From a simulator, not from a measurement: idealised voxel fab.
Process module in this document: voxel transistor to metal
Square cells of 5 nm make up the cross-section cut, whose width is 205 nm.
Heads up, the way a cross-section reads in here is a grid of square cells, handed over as bands from the top down, with every band being one or more rows of cells. In this notation a band is specified by the heights of its top and bottom, in that order and in nm, after which its materials appear from left to right, each paired with its width in nm. The word "all across" attached to a single material means that material fills the band from edge to edge; the word "blank" stands for empty space. Height reference: 0 = level under which incoming wafer is all one material. Lowest band: no bottom, runs on downward, e.g. "from 0 down". The width entry "30->40" should be interpreted row by row: the top row of cells in the band takes the first number, the bottom row takes the second number, and the change between adjacent rows is uniform throughout. Any step labelled "left unchanged" changed none of the cells in the cross-section. In the "Internal closed voids" entry, you get each enclosed empty space of 8 cells or more, one with no open way to the top, written width x height at distance, distance from the left edge, in nm. Past the settings on a step's line: simulator remark, on that step. "overlay nm" denotes, for a step that has a mask, the displacement of the mask to the right of its planned place, with negative values corresponding to the left.

-- This section lists the process steps that were planned
| 1 | RECEIVE: material Si |
| 2 | OXIDIZE: depth nm 5 |
| 3 | CONFORMAL_DEP: material SiN, thk nm 10 |
| 4 | MASKED_ETCH: tone cover, mask id ACTIVE, width nm 95, etch materials SiN, depth nm 10, overlay nm 0 |
| 5 | MASKED_ETCH: tone cover, mask id ACTIVE, width nm 95, etch materials SiO2, depth nm 5, overlay nm 0 |
| 6 | MASKED_ETCH: tone cover, mask id ACTIVE, width nm 95, etch materials Si, depth nm 30, overlay nm 0 |
| 7 | OXIDIZE: depth nm 5 |
| 8 | FILL_DEP: material SiO2, thk nm 5 |
| 9 | CMP: height nm 10 |
| 10 | SELECTIVE_ETCH: etch materials SiO2, depth nm 5 |
| 11 | STRIP: etch materials SiN |
| 12 | SELECTIVE_ETCH: etch materials SiO2, depth nm 5 |
| 13 | OXIDIZE: depth nm 5 |
| 14 | DIRECTIONAL_DEP: material polySi, thk nm 20 |
| 15 | DIRECTIONAL_DEP: material SiCN, thk nm 10 |
| 16 | MASKED_ETCH: tone cover, mask id GATE, width nm 25, etch materials SiCN, depth nm 20, overlay nm 0 |
| 17 | MASKED_ETCH: tone cover, mask id GATE, width nm 25, etch materials polySi, depth nm 30, overlay nm 0 |
| 18 | CONFORMAL_DEP: material SiO2, thk nm 5 |
| 19 | DIRECTIONAL_ETCH: etch materials SiO2, depth nm 5 |
| 20 | CONFORMAL_DEP: material SiN, thk nm 5 |
| 21 | DIRECTIONAL_ETCH: etch materials SiN, depth nm 5 |
| 22 | DIRECTIONAL_ETCH: etch materials SiO2, depth nm 5 |
| 23 | EPI: material pSi, thk nm 5 |
| 24 | FILL_DEP: material SiO2, thk nm 10 |
| 25 | CMP: height nm 25 |
| 26 | DIRECTIONAL_DEP: material SiO2, thk nm 10 |
| 27 | DIRECTIONAL_DEP: material aC, thk nm 15 |
| 28 | PATTERN: tone open, mask id CONTACT, material resist, width nm 15, pitch nm 70, thk nm 35, overlay nm 0 |
| 29 | DIRECTIONAL_ETCH: etch materials aC, depth nm 15 |
| 30 | STRIP: etch materials resist |
| 31 | DIRECTIONAL_ETCH: etch materials SiO2, depth nm 40 |
| 32 | STRIP: etch materials aC |
| 33 | CONFORMAL_DEP: material TiN, thk nm 5 |
| 34 | FILL_DEP: material W, thk nm 10 |
| 35 | CMP: height nm 35 |
| 36 | CONFORMAL_DEP: material SiCN, thk nm 5 |
| 37 | DIRECTIONAL_DEP: material lowk, thk nm 20 |
| 38 | MASKED_ETCH: tone open, mask id METAL_1, width nm 15, pitch nm 70, etch materials lowk, depth nm 20, overlay nm 0 |
| 39 | MASKED_ETCH: tone open, mask id METAL_1, width nm 15, pitch nm 70, etch materials SiCN, depth nm 5, overlay nm 0 |
| 40 | CONFORMAL_DEP: material TiN, thk nm 5 |
| 41 | FILL_DEP: material Cu, thk nm 10 |
| 42 | CMP: height nm 60 |
| 43 | CONFORMAL_DEP: material SiN, thk nm 5 |

-- The first of two wafers, run as planned

-- Wafer at receipt (post step 1), cross-section
> from 0 down  Si all across
> Internal closed voids: none

-- Once step 2 is through, the wafer looks like this in cross-section
> from 0 to -5  SiO2 all across
> Below -5, no change.

-- Once step 3 is through, the wafer looks like this in cross-section
> from 10 to 0  SiN all across
> Below 0, no change.

-- Once step 4 is through, the wafer looks like this in cross-section
> from 10 to 0  blank: 55, then SiN: 95, then blank: 55
> Below 0, no change.

-- Once step 5 is through, the wafer looks like this in cross-section
> from 10 to 0  blank: 55, then SiN: 95, then blank: 55
> from 0 to -5  blank: 55, then SiO2: 95, then blank: 55
> Below -5, no change.

-- Once step 6 is through, the wafer looks like this in cross-section
> from 10 to 0  blank: 55, then SiN: 95, then blank: 55
> from 0 to -5  blank: 55, then SiO2: 95, then blank: 55
> from -5 to -35  blank: 55, then Si: 95, then blank: 55
> Below -35, no change.

-- Once step 7 is through, the wafer looks like this in cross-section
> from 10 to 0  blank: 55, then SiN: 95, then blank: 55
> from 0 to -5  blank: 55, then SiO2: 95, then blank: 55
> from -5 to -35  blank: 55, then SiO2: 5, then Si: 85, then SiO2: 5, then blank: 55
> from -35 to -40  SiO2: 60, then Si: 85, then SiO2: 60
> Below -40, no change.

-- Once step 8 is through, the wafer looks like this in cross-section
> from 15 to 10  SiO2 all across
> from 10 to 0  SiO2: 55, then SiN: 95, then SiO2: 55
> from 0 to -5  SiO2 all across
> from -5 to -40  SiO2: 60, then Si: 85, then SiO2: 60
> Below -40, no change.

-- Once step 9 is through, the wafer looks like this in cross-section
> from 10 to 0  SiO2: 55, then SiN: 95, then SiO2: 55
> Below 0, no change.

-- Once step 10 is through, the wafer looks like this in cross-section
> from 10 to 5  blank: 55, then SiN: 95, then blank: 55
> Below 5, no change.

-- Once step 11 is through, the wafer looks like this in cross-section
> from 5 to 0  SiO2: 55, then blank: 95, then SiO2: 55
> Below 0, no change.

-- Once step 12 is through, the wafer looks like this in cross-section
> from 0 to -5  SiO2: 50, then blank: 105, then SiO2: 50
> Below -5, no change.

-- Once step 13 is through, the wafer looks like this in cross-section
> from 0 to -5  SiO2: 50, then blank: 105, then SiO2: 50
> from -5 to -10  SiO2 all across
> Below -10, no change.

-- Once step 14 is through, the wafer looks like this in cross-section
> from 20 to 15  polySi: 50, then blank: 105, then polySi: 50
> from 15 to 0  polySi all across
> from 0 to -5  SiO2: 50, then polySi: 105, then SiO2: 50
> Below -5, no change.

-- Once step 15 is through, the wafer looks like this in cross-section
> from 30 to 25  SiCN: 50, then blank: 105, then SiCN: 50
> from 25 to 20  SiCN all across
> from 20 to 15  polySi: 50, then SiCN: 105, then polySi: 50
> Below 15, no change.

-- Once step 16 is through, the wafer looks like this in cross-section
> from 25 to 20  blank: 90, then SiCN: 25, then blank: 90
> from 20 to 15  polySi: 50, then blank: 40, then SiCN: 25, then blank: 40, then polySi: 50
> Below 15, no change.

-- Once step 17 is through, the wafer looks like this in cross-section
> from 25 to 15  blank: 90, then SiCN: 25, then blank: 90
> from 15 to 0  blank: 90, then polySi: 25, then blank: 90
> from 0 to -5  SiO2: 50, then blank: 40, then polySi: 25, then blank: 40, then SiO2: 50
> Below -5, no change.

-- Once step 18 is through, the wafer looks like this in cross-section
> from 30 to 25  blank: 85, then SiO2: 35, then blank: 85
> from 25 to 15  blank: 85, then SiO2: 5, then SiCN: 25, then SiO2: 5, then blank: 85
> from 15 to 5  blank: 85, then SiO2: 5, then polySi: 25, then SiO2: 5, then blank: 85
> from 5 to 0  SiO2: 55, then blank: 30, then SiO2: 5, then polySi: 25, then SiO2: 5, then blank: 30, then SiO2: 55
> from 0 to -5  SiO2: 90, then polySi: 25, then SiO2: 90
> Below -5, no change.

-- Once step 19 is through, the wafer looks like this in cross-section
> from 25 to 15  blank: 85, then SiO2: 5, then SiCN: 25, then SiO2: 5, then blank: 85
> from 15 to 0  blank: 85, then SiO2: 5, then polySi: 25, then SiO2: 5, then blank: 85
> from 0 to -5  SiO2: 55, then blank: 30, then SiO2: 5, then polySi: 25, then SiO2: 5, then blank: 30, then SiO2: 55
> Below -5, no change.

-- Once step 20 is through, the wafer looks like this in cross-section
> from 30 to 25  blank: 80, then SiN: 45, then blank: 80
> from 25 to 15  blank: 80, then SiN: 5, then SiO2: 5, then SiCN: 25, then SiO2: 5, then SiN: 5, then blank: 80
> from 15 to 5  blank: 80, then SiN: 5, then SiO2: 5, then polySi: 25, then SiO2: 5, then SiN: 5, then blank: 80
> from 5 to 0  SiN: 60, then blank: 20, then SiN: 5, then SiO2: 5, then polySi: 25, then SiO2: 5, then SiN: 5, then blank: 20, then SiN: 60
> from 0 to -5  SiO2: 55, then SiN: 30, then SiO2: 5, then polySi: 25, then SiO2: 5, then SiN: 30, then SiO2: 55
> Below -5, no change.

-- Once step 21 is through, the wafer looks like this in cross-section
> from 25 to 15  blank: 80, then SiN: 5, then SiO2: 5, then SiCN: 25, then SiO2: 5, then SiN: 5, then blank: 80
> from 15 to 0  blank: 80, then SiN: 5, then SiO2: 5, then polySi: 25, then SiO2: 5, then SiN: 5, then blank: 80
> from 0 to -5  SiO2: 55, then SiN: 5, then blank: 20, then SiN: 5, then SiO2: 5, then polySi: 25, then SiO2: 5, then SiN: 5, then blank: 20, then SiN: 5, then SiO2: 55
> Below -5, no change.

-- Once step 22 is through, the wafer looks like this in cross-section
> from 25 to 20  blank: 80, then SiN: 5, then blank: 5, then SiCN: 25, then blank: 5, then SiN: 5, then blank: 80
> from 20 to 15  blank: 80, then SiN: 5, then SiO2: 5, then SiCN: 25, then SiO2: 5, then SiN: 5, then blank: 80
> from 15 to 0  blank: 80, then SiN: 5, then SiO2: 5, then polySi: 25, then SiO2: 5, then SiN: 5, then blank: 80
> from 0 to -5  blank: 55, then SiN: 5, then blank: 20, then SiN: 5, then SiO2: 5, then polySi: 25, then SiO2: 5, then SiN: 5, then blank: 20, then SiN: 5, then blank: 55
> from -5 to -10  SiO2: 60, then blank: 20, then SiO2: 45, then blank: 20, then SiO2: 60
> Below -10, no change.

-- Once step 23 is through, the wafer looks like this in cross-section
> from 25 to 20  blank: 80, then SiN: 5, then blank: 5, then SiCN: 25, then blank: 5, then SiN: 5, then blank: 80
> from 20 to 15  blank: 80, then SiN: 5, then SiO2: 5, then SiCN: 25, then SiO2: 5, then SiN: 5, then blank: 80
> from 15 to 0  blank: 80, then SiN: 5, then SiO2: 5, then polySi: 25, then SiO2: 5, then SiN: 5, then blank: 80
> from 0 to -5  blank: 55, then SiN: 5, then blank: 20, then SiN: 5, then SiO2: 5, then polySi: 25, then SiO2: 5, then SiN: 5, then blank: 20, then SiN: 5, then blank: 55
> from -5 to -10  SiO2: 60, then pSi: 20, then SiO2: 45, then pSi: 20, then SiO2: 60
> Below -10, no change.

-- Once step 24 is through, the wafer looks like this in cross-section
> from 35 to 25  SiO2 all across
> from 25 to 15  SiO2: 80, then SiN: 5, then SiO2: 5, then SiCN: 25, then SiO2: 5, then SiN: 5, then SiO2: 80
> from 15 to 0  SiO2: 80, then SiN: 5, then SiO2: 5, then polySi: 25, then SiO2: 5, then SiN: 5, then SiO2: 80
> from 0 to -5  SiO2: 55, then SiN: 5, then SiO2: 20, then SiN: 5, then SiO2: 5, then polySi: 25, then SiO2: 5, then SiN: 5, then SiO2: 20, then SiN: 5, then SiO2: 55
> Below -5, no change.

-- Once step 25 is through, the wafer looks like this in cross-section
> from 25 to 15  SiO2: 80, then SiN: 5, then SiO2: 5, then SiCN: 25, then SiO2: 5, then SiN: 5, then SiO2: 80
> Below 15, no change.

-- Once step 26 is through, the wafer looks like this in cross-section
> from 35 to 25  SiO2 all across
> Below 25, no change.

-- Once step 27 is through, the wafer looks like this in cross-section
> from 50 to 35  aC all across
> Below 35, no change.

-- Once step 28 is through, the wafer looks like this in cross-section
> from 85 to 50  resist: 60, then blank: 15, then resist: 55, then blank: 15, then resist: 60
> Below 50, no change.

-- Once step 29 is through, the wafer looks like this in cross-section
> from 70 to 50  resist: 60, then blank: 15, then resist: 55, then blank: 15, then resist: 60
> from 50 to 35  aC: 60, then blank: 15, then aC: 55, then blank: 15, then aC: 60
> Below 35, no change.

-- Once step 30 is through, the wafer looks like this in cross-section
> from 50 to 35  aC: 60, then blank: 15, then aC: 55, then blank: 15, then aC: 60
> Below 35, no change.

-- Once step 31 is through, the wafer looks like this in cross-section
> from 50 to 35  aC: 60, then blank: 15, then aC: 55, then blank: 15, then aC: 60
> from 35 to 25  SiO2: 60, then blank: 15, then SiO2: 55, then blank: 15, then SiO2: 60
> from 25 to 15  SiO2: 60, then blank: 15, then SiO2: 5, then SiN: 5, then SiO2: 5, then SiCN: 25, then SiO2: 5, then SiN: 5, then SiO2: 5, then blank: 15, then SiO2: 60
> from 15 to 0  SiO2: 60, then blank: 15, then SiO2: 5, then SiN: 5, then SiO2: 5, then polySi: 25, then SiO2: 5, then SiN: 5, then SiO2: 5, then blank: 15, then SiO2: 60
> from 0 to -5  SiO2: 55, then SiN: 5, then blank: 15, then SiO2: 5, then SiN: 5, then SiO2: 5, then polySi: 25, then SiO2: 5, then SiN: 5, then SiO2: 5, then blank: 15, then SiN: 5, then SiO2: 55
> Below -5, no change.

-- Once step 32 is through, the wafer looks like this in cross-section
> from 35 to 25  SiO2: 60, then blank: 15, then SiO2: 55, then blank: 15, then SiO2: 60
> Below 25, no change.

-- Once step 33 is through, the wafer looks like this in cross-section
> from 40 to 35  TiN: 65, then blank: 5, then TiN: 65, then blank: 5, then TiN: 65
> from 35 to 25  SiO2: 60, then TiN: 5, then blank: 5, then TiN: 5, then SiO2: 55, then TiN: 5, then blank: 5, then TiN: 5, then SiO2: 60
> from 25 to 15  SiO2: 60, then TiN: 5, then blank: 5, then TiN: 5, then SiO2: 5, then SiN: 5, then SiO2: 5, then SiCN: 25, then SiO2: 5, then SiN: 5, then SiO2: 5, then TiN: 5, then blank: 5, then TiN: 5, then SiO2: 60
> from 15 to 0  SiO2: 60, then TiN: 5, then blank: 5, then TiN: 5, then SiO2: 5, then SiN: 5, then SiO2: 5, then polySi: 25, then SiO2: 5, then SiN: 5, then SiO2: 5, then TiN: 5, then blank: 5, then TiN: 5, then SiO2: 60
> from 0 to -5  SiO2: 55, then SiN: 5, then TiN: 15, then SiO2: 5, then SiN: 5, then SiO2: 5, then polySi: 25, then SiO2: 5, then SiN: 5, then SiO2: 5, then TiN: 15, then SiN: 5, then SiO2: 55
> Below -5, no change.

-- Once step 34 is through, the wafer looks like this in cross-section
> from 50 to 40  W all across
> from 40 to 35  TiN: 65, then W: 5, then TiN: 65, then W: 5, then TiN: 65
> from 35 to 25  SiO2: 60, then TiN: 5, then W: 5, then TiN: 5, then SiO2: 55, then TiN: 5, then W: 5, then TiN: 5, then SiO2: 60
> from 25 to 15  SiO2: 60, then TiN: 5, then W: 5, then TiN: 5, then SiO2: 5, then SiN: 5, then SiO2: 5, then SiCN: 25, then SiO2: 5, then SiN: 5, then SiO2: 5, then TiN: 5, then W: 5, then TiN: 5, then SiO2: 60
> from 15 to 0  SiO2: 60, then TiN: 5, then W: 5, then TiN: 5, then SiO2: 5, then SiN: 5, then SiO2: 5, then polySi: 25, then SiO2: 5, then SiN: 5, then SiO2: 5, then TiN: 5, then W: 5, then TiN: 5, then SiO2: 60
> Below 0, no change.

-- Once step 35 is through, the wafer looks like this in cross-section
> from 35 to 25  SiO2: 60, then TiN: 5, then W: 5, then TiN: 5, then SiO2: 55, then TiN: 5, then W: 5, then TiN: 5, then SiO2: 60
> Below 25, no change.

-- Once step 36 is through, the wafer looks like this in cross-section
> from 40 to 35  SiCN all across
> Below 35, no change.

-- Once step 37 is through, the wafer looks like this in cross-section
> from 60 to 40  lowk all across
> Below 40, no change.

-- Once step 38 is through, the wafer looks like this in cross-section
> from 60 to 40  lowk: 60, then blank: 15, then lowk: 55, then blank: 15, then lowk: 60
> Below 40, no change.

-- Once step 39 is through, the wafer looks like this in cross-section
> from 60 to 40  lowk: 60, then blank: 15, then lowk: 55, then blank: 15, then lowk: 60
> from 40 to 35  SiCN: 60, then blank: 15, then SiCN: 55, then blank: 15, then SiCN: 60
> Below 35, no change.

-- Once step 40 is through, the wafer looks like this in cross-section
> from 65 to 60  TiN: 65, then blank: 5, then TiN: 65, then blank: 5, then TiN: 65
> from 60 to 40  lowk: 60, then TiN: 5, then blank: 5, then TiN: 5, then lowk: 55, then TiN: 5, then blank: 5, then TiN: 5, then lowk: 60
> from 40 to 35  SiCN: 60, then TiN: 15, then SiCN: 55, then TiN: 15, then SiCN: 60
> Below 35, no change.

-- Once step 41 is through, the wafer looks like this in cross-section
> from 75 to 65  Cu all across
> from 65 to 60  TiN: 65, then Cu: 5, then TiN: 65, then Cu: 5, then TiN: 65
> from 60 to 40  lowk: 60, then TiN: 5, then Cu: 5, then TiN: 5, then lowk: 55, then TiN: 5, then Cu: 5, then TiN: 5, then lowk: 60
> Below 40, no change.

-- Once step 42 is through, the wafer looks like this in cross-section
> from 60 to 40  lowk: 60, then TiN: 5, then Cu: 5, then TiN: 5, then lowk: 55, then TiN: 5, then Cu: 5, then TiN: 5, then lowk: 60
> Below 40, no change.

-- Once step 43 is through, the wafer looks like this in cross-section
> from 65 to 60  SiN all across
> Below 60, no change.

-- The second wafer: identical to the first at the outset and in its planned sequence, differing only in that one mistake was made during processing; up to and including step 41, its path is the first wafer's path

-- Second wafer, sectioned view, at step 42's planned end time
> from 70 to 65  Cu all across
> Below 65, no change.

-- Second wafer, sectioned view, at step 43's planned end time
> from 75 to 70  SiN all across
> Below 70, no change.
What broke from the plan during processing? step 42 ran as: CMP: height nm 70
End of process, cell counts, second wafer against first, materials with more or fewer: Cu: 43 more; TiN: 39 more
